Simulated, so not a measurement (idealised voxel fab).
Name of the process module below: voxel trench capacitor
Square cell edge 5 nm, section width 200 nm, ID cut.
Notation: cross-section as square-cell grid; stated in bands, top first, going down; one or more cell rows per band. A band entry consists of two parts. The first gives the height of the band's top and the height of its bottom, in nm. The rest lists the band's materials from left to right, each with its width in nm. A single material labelled with the word "everywhere" fills the band from edge to edge, and the word "air" marks empty space. Beneath 0, the wafer as received is one material, and that level is where height counting begins. The lowest band goes on downward without a bottom; it is written like "0 down". Quick explanation for "30 to 40": the width changes in equal steps down the rows of cells, from the first number in the band's top row to the second number in its bottom row. "no modification", as given for a step, is the statement that not any cell of the cross-section underwent a change during that step. Heads up: "Closed-off voids" only lists the empty pockets with no open path to the top that are 8 cells or more, and it writes them as width x height at distance, distance from the left edge, in nm. It should be noted that, on the line of a given step, the content following the step's settings is a remark produced by the simulator itself with respect to that step. Regarding "overlay nm": on a step with a mask, it is the distance the mask lay to the right of its planned place; a negative value places it to the left.
-- Listed below are the process steps as planned
1,RECEIVE,material Si
2,CONFORMAL_DEP,material SiN,thk nm 10
3,DIRECTIONAL_DEP,material aC,thk nm 10
4,PATTERN,tone open,mask id TRENCH,material resist,width nm 25,pitch nm 45,thk nm 30,overlay nm 0
5,DIRECTIONAL_ETCH,etch materials aC,depth nm 10
6,STRIP,etch materials resist
7,DIRECTIONAL_ETCH,etch materials SiN,depth nm 10
8,DIRECTIONAL_ETCH,etch materials Si,depth nm 35
9,STRIP,etch materials aC
10,CONFORMAL_DEP,material SiO2,thk nm 5
11,FILL_DEP,material polySi,thk nm 10
12,CMP,height nm 10
-- Account of the first of two wafers, which was processed as intended
-- As received (post step 1): cross-section
* 0 down  Si everywhere
* Closed-off voids: none
-- Step 2 done - wafer cross-section
* 10 to 0  SiN everywhere
* Lower than 0, everything is as it was.
-- Step 3 done - wafer cross-section
* 20 to 10  aC everywhere
* Lower than 10, everything is as it was.
-- Step 4 done - wafer cross-section
* 50 to 20  resist (20)  air (25)  resist (20)  air (25)  resist (20)  air (25)  resist (20)  air (25)  resist (20)
* Lower than 20, everything is as it was.
-- Step 5 done - wafer cross-section
* 40 to 20  resist (20)  air (25)  resist (20)  air (25)  resist (20)  air (25)  resist (20)  air (25)  resist (20)
* 20 to 10  aC (20)  air (25)  aC (20)  air (25)  aC (20)  air (25)  aC (20)  air (25)  aC (20)
* Lower than 10, everything is as it was.
-- Step 6 done - wafer cross-section
* 20 to 10  aC (20)  air (25)  aC (20)  air (25)  aC (20)  air (25)  aC (20)  air (25)  aC (20)
* Lower than 10, everything is as it was.
-- Step 7 done - wafer cross-section
* 20 to 10  aC (20)  air (25)  aC (20)  air (25)  aC (20)  air (25)  aC (20)  air (25)  aC (20)
* 10 to 0  SiN (20)  air (25)  SiN (20)  air (25)  SiN (20)  air (25)  SiN (20)  air (25)  SiN (20)
* Lower than 0, everything is as it was.
-- Step 8 done - wafer cross-section
* 20 to 10  aC (20)  air (25)  aC (20)  air (25)  aC (20)  air (25)  aC (20)  air (25)  aC (20)
* 10 to 0  SiN (20)  air (25)  SiN (20)  air (25)  SiN (20)  air (25)  SiN (20)  air (25)  SiN (20)
* 0 to -35  Si (20)  air (25)  Si (20)  air (25)  Si (20)  air (25)  Si (20)  air (25)  Si (20)
* Lower than -35, everything is as it was.
-- Step 9 done - wafer cross-section
* 10 to 0  SiN (20)  air (25)  SiN (20)  air (25)  SiN (20)  air (25)  SiN (20)  air (25)  SiN (20)
* Lower than 0, everything is as it was.
-- Step 10 done - wafer cross-section
* 15 to 10  SiO2 (25)  air (15)  SiO2 (30)  air (15)  SiO2 (30)  air (15)  SiO2 (30)  air (15)  SiO2 (25)
* 10 to 0  SiN (20)  SiO2 (5)  air (15)  SiO2 (5)  SiN (20)  SiO2 (5)  air (15)  SiO2 (5)  SiN (20)  SiO2 (5)  air (15)  SiO2 (5)  SiN (20)  SiO2 (5)  air (15)  SiO2 (5)  SiN (20)
* 0 to -30  Si (20)  SiO2 (5)  air (15)  SiO2 (5)  Si (20)  SiO2 (5)  air (15)  SiO2 (5)  Si (20)  SiO2 (5)  air (15)  SiO2 (5)  Si (20)  SiO2 (5)  air (15)  SiO2 (5)  Si (20)
* -30 to -35  Si (20)  SiO2 (25)  Si (20)  SiO2 (25)  Si (20)  SiO2 (25)  Si (20)  SiO2 (25)  Si (20)
* Lower than -35, everything is as it was.
-- Step 11 done - wafer cross-section
* 25 to 15  polySi everywhere
* 15 to 10  SiO2 (25)  polySi (15)  SiO2 (30)  polySi (15)  SiO2 (30)  polySi (15)  SiO2 (30)  polySi (15)  SiO2 (25)
* 10 to 0  SiN (20)  SiO2 (5)  polySi (15)  SiO2 (5)  SiN (20)  SiO2 (5)  polySi (15)  SiO2 (5)  SiN (20)  SiO2 (5)  polySi (15)  SiO2 (5)  SiN (20)  SiO2 (5)  polySi (15)  SiO2 (5)  SiN (20)
* 0 to -30  Si (20)  SiO2 (5)  polySi (15)  SiO2 (5)  Si (20)  SiO2 (5)  polySi (15)  SiO2 (5)  Si (20)  SiO2 (5)  polySi (15)  SiO2 (5)  Si (20)  SiO2 (5)  polySi (15)  SiO2 (5)  Si (20)
* Lower than -30, everything is as it was.
-- Step 12 done - wafer cross-section
* 10 to 0  SiN (20)  SiO2 (5)  polySi (15)  SiO2 (5)  SiN (20)  SiO2 (5)  polySi (15)  SiO2 (5)  SiN (20)  SiO2 (5)  polySi (15)  SiO2 (5)  SiN (20)  SiO2 (5)  polySi (15)  SiO2 (5)  SiN (20)
* Lower than 0, everything is as it was.
-- Wafer two: like wafer one in start and plan, but with one mistake in execution; identical up to and including step 10
-- Second wafer cross-section, taken as of the time the plan sets for step 11 to be done
* 25 to 15  aC everywhere
* 15 to 10  SiO2 (25)  aC (15)  SiO2 (30)  aC (15)  SiO2 (30)  aC (15)  SiO2 (30)  aC (15)  SiO2 (25)
* 10 to 0  SiN (20)  SiO2 (5)  aC (15)  SiO2 (5)  SiN (20)  SiO2 (5)  aC (15)  SiO2 (5)  SiN (20)  SiO2 (5)  aC (15)  SiO2 (5)  SiN (20)  SiO2 (5)  aC (15)  SiO2 (5)  SiN (20)
* 0 to -30  Si (20)  SiO2 (5)  aC (15)  SiO2 (5)  Si (20)  SiO2 (5)  aC (15)  SiO2 (5)  Si (20)  SiO2 (5)  aC (15)  SiO2 (5)  Si (20)  SiO2 (5)  aC (15)  SiO2 (5)  Si (20)
* Lower than -30, everything is as it was.
-- Second wafer cross-section, taken as of the time the plan sets for step 12 to be done
* 10 to 0  SiN (20)  SiO2 (5)  aC (15)  SiO2 (5)  SiN (20)  SiO2 (5)  aC (15)  SiO2 (5)  SiN (20)  SiO2 (5)  aC (15)  SiO2 (5)  SiN (20)  SiO2 (5)  aC (15)  SiO2 (5)  SiN (20)
* Lower than 0, everything is as it was.
Finding, execution versus plan: step 11 ran with different settings than intended, the actual operation and settings being FILL_DEP,material aC,thk nm 10
Count the cells at the end and the second wafer has more or fewer of some materials than the first: +96 aC, -96 polySi
